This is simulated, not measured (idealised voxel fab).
Documented hereafter: the process module known as voxel transistor to metal.
cross-section cut | 160 nm wide | cells 5 nm
Heads up, the way a cross-section reads in here is a grid of square cells, handed over as bands from the top down, with every band being one or more rows of cells. Look at the band entry: it leads with the top's height and the bottom's height in nm. Then it lists the materials left to right, with a width in nm for each. The word "full width" on a single material says that material fills the band edge to edge. The word "empty" is empty space. Heights are reckoned from 0. Under this level, the received wafer is all of one material. The bottommost band is open-ended downward, for example "0 -> down". A width given as "30 to 40" starts at the first number in the band's top row and ends at the second number in its bottom row, shifting by an equal amount at every step from row to row. Basically "nothing different" means that step didn't change any cell in the cross-section. The entry "Unvented voids" lists the empty spaces that cover at least 8 cells and have no open path to the top. Each is written as width x height at distance, where the distance is measured from the left edge and all three values are in nm. after a step's settings: what the simulator itself notes on the step. The optional step-line setting "overlay nm" applies to steps with a mask and quantifies how far to the right of its planned location the mask lay, a negative value indicating leftward placement.

**List of planned process steps**
step 1: RECEIVE | material Si
step 2: OXIDIZE | depth nm 5
step 3: CONFORMAL_DEP | material SiN | thk nm 10
step 4: PATTERN | tone cover | mask id ACTIVE | material resist | width nm 100 | thk nm 20 | overlay nm 0
step 5: DIRECTIONAL_ETCH | etch materials SiN | depth nm 10
step 6: DIRECTIONAL_ETCH | etch materials SiO2 | depth nm 5
step 7: DIRECTIONAL_ETCH | etch materials Si | depth nm 30
step 8: STRIP | etch materials resist
step 9: OXIDIZE | depth nm 5
step 10: FILL_DEP | material SiO2 | thk nm 5
step 11: CMP | height nm 10
step 12: SELECTIVE_ETCH | etch materials SiO2 | depth nm 5
step 13: STRIP | etch materials SiN
step 14: SELECTIVE_ETCH | etch materials SiO2 | depth nm 5
step 15: OXIDIZE | depth nm 5
step 16: DIRECTIONAL_DEP | material polySi | thk nm 25
step 17: DIRECTIONAL_DEP | material SiCN | thk nm 15
step 18: MASKED_ETCH | tone cover | mask id GATE | width nm 20 | etch materials SiCN | depth nm 25 | overlay nm 0
step 19: MASKED_ETCH | tone cover | mask id GATE | width nm 20 | etch materials polySi | depth nm 35 | overlay nm 0
step 20: CONFORMAL_DEP | material SiN | thk nm 5
step 21: DIRECTIONAL_ETCH | etch materials SiN | depth nm 5
step 22: DIRECTIONAL_ETCH | etch materials SiO2 | depth nm 5
step 23: EPI | material nSi | thk nm 5
step 24: FILL_DEP | material SiO2 | thk nm 5
step 25: CMP | height nm 35
step 26: DIRECTIONAL_DEP | material SiO2 | thk nm 15
step 27: PATTERN | tone open | mask id CONTACT | material resist | width nm 20 | pitch nm 70 | thk nm 20 | overlay nm 0
step 28: DIRECTIONAL_ETCH | etch materials SiO2 | depth nm 55
step 29: STRIP | etch materials resist
step 30: CONFORMAL_DEP | material TiN | thk nm 5
step 31: FILL_DEP | material W | thk nm 10
step 32: CMP | height nm 50
step 33: CONFORMAL_DEP | material SiN | thk nm 5
step 34: DIRECTIONAL_DEP | material lowk | thk nm 20
step 35: PATTERN | tone open | mask id METAL_1 | material resist | width nm 20 | pitch nm 70 | thk nm 15 | overlay nm 0
step 36: DIRECTIONAL_ETCH | etch materials lowk | depth nm 20
step 37: DIRECTIONAL_ETCH | etch materials SiN | depth nm 5
step 38: STRIP | etch materials resist
step 39: CONFORMAL_DEP | material TiN | thk nm 5
step 40: FILL_DEP | material Ru | thk nm 10
step 41: CMP | height nm 75
step 42: CONFORMAL_DEP | material SiCN | thk nm 5
step 43: DIRECTIONAL_DEP | material lowk | thk nm 25
step 44: DIRECTIONAL_DEP | material aC | thk nm 15
step 45: PATTERN | tone open | mask id METAL_2_HOLES | material resist | width nm 15 | pitch nm 70 | thk nm 35 | overlay nm 0
step 46: DIRECTIONAL_ETCH | etch materials aC | depth nm 15
step 47: STRIP | etch materials resist
step 48: DIRECTIONAL_ETCH | etch materials lowk | depth nm 25
step 49: STRIP | etch materials aC
step 50: PATTERN | tone open | mask id METAL_2 | material resist | width nm 20 | pitch nm 70 | thk nm 15 | overlay nm 0
step 51: DIRECTIONAL_ETCH | etch materials lowk | depth nm 15
step 52: DIRECTIONAL_ETCH | etch materials SiCN | depth nm 5
step 53: STRIP | etch materials resist
step 54: CONFORMAL_DEP | material TiN | thk nm 5
step 55: FILL_DEP | material Cu | thk nm 10
step 56: CMP | height nm 105
step 57: CONFORMAL_DEP | material SiCN | thk nm 5

**So this is the incoming wafer in cross-section - it's already been through step 1**
* 0 -> down | Si full width
* Unvented voids: none

**What the wafer looks like in cross-section after this module, when it starts as shown above and follows the plan above but one mistake is made in running it**
* 110 -> 105 | SiCN full width
* 105 -> 95 | lowk: 35, TiN: 5, Cu: 10, TiN: 5, lowk: 50, TiN: 5, Cu: 10, TiN: 5, lowk: 35
* 95 -> 90 | lowk: 35, TiN: 5, Cu: 5, TiN: 10, lowk: 50, TiN: 5, Cu: 5, TiN: 10, lowk: 35
* 90 -> 80 | lowk: 35, TiN: 5, Cu: 5, TiN: 5, lowk: 55, TiN: 5, Cu: 5, TiN: 5, lowk: 40
* 80 -> 75 | SiCN: 35, TiN: 15, SiCN: 55, TiN: 15, SiCN: 40
* 75 -> 55 | lowk: 35, TiN: 5, Ru: 10, TiN: 5, lowk: 50, TiN: 5, Ru: 10, TiN: 5, lowk: 35
* 55 -> 50 | SiN: 35, TiN: 20, SiN: 50, TiN: 20, SiN: 35
* 50 -> 35 | SiO2: 35, TiN: 5, W: 10, TiN: 5, SiO2: 50, TiN: 5, W: 10, TiN: 5, SiO2: 35
* 35 -> 30 | SiO2: 35, TiN: 5, W: 10, TiN: 5, SiO2: 10, SiN: 5, SiCN: 20, SiN: 5, SiO2: 10, TiN: 5, W: 10, TiN: 5, SiO2: 35
* 30 -> 25 | SiCN: 25, SiN: 5, SiO2: 5, TiN: 20, SiO2: 10, SiN: 5, SiCN: 20, SiN: 5, SiO2: 10, TiN: 20, SiO2: 5, SiN: 5, SiCN: 25
* 25 -> 20 | polySi: 25, SiCN: 110, polySi: 25
* 20 -> 0 | polySi full width
* 0 -> -5 | SiO2: 25, polySi: 110, SiO2: 25
* -5 -> -10 | SiO2 full width
* -10 -> -40 | SiO2: 35, Si: 90, SiO2: 35
* -40 -> down | Si full width
* Unvented voids: none
Heads up, the wafer didn't run the way we planned it: step 17 in the plan was executed twice
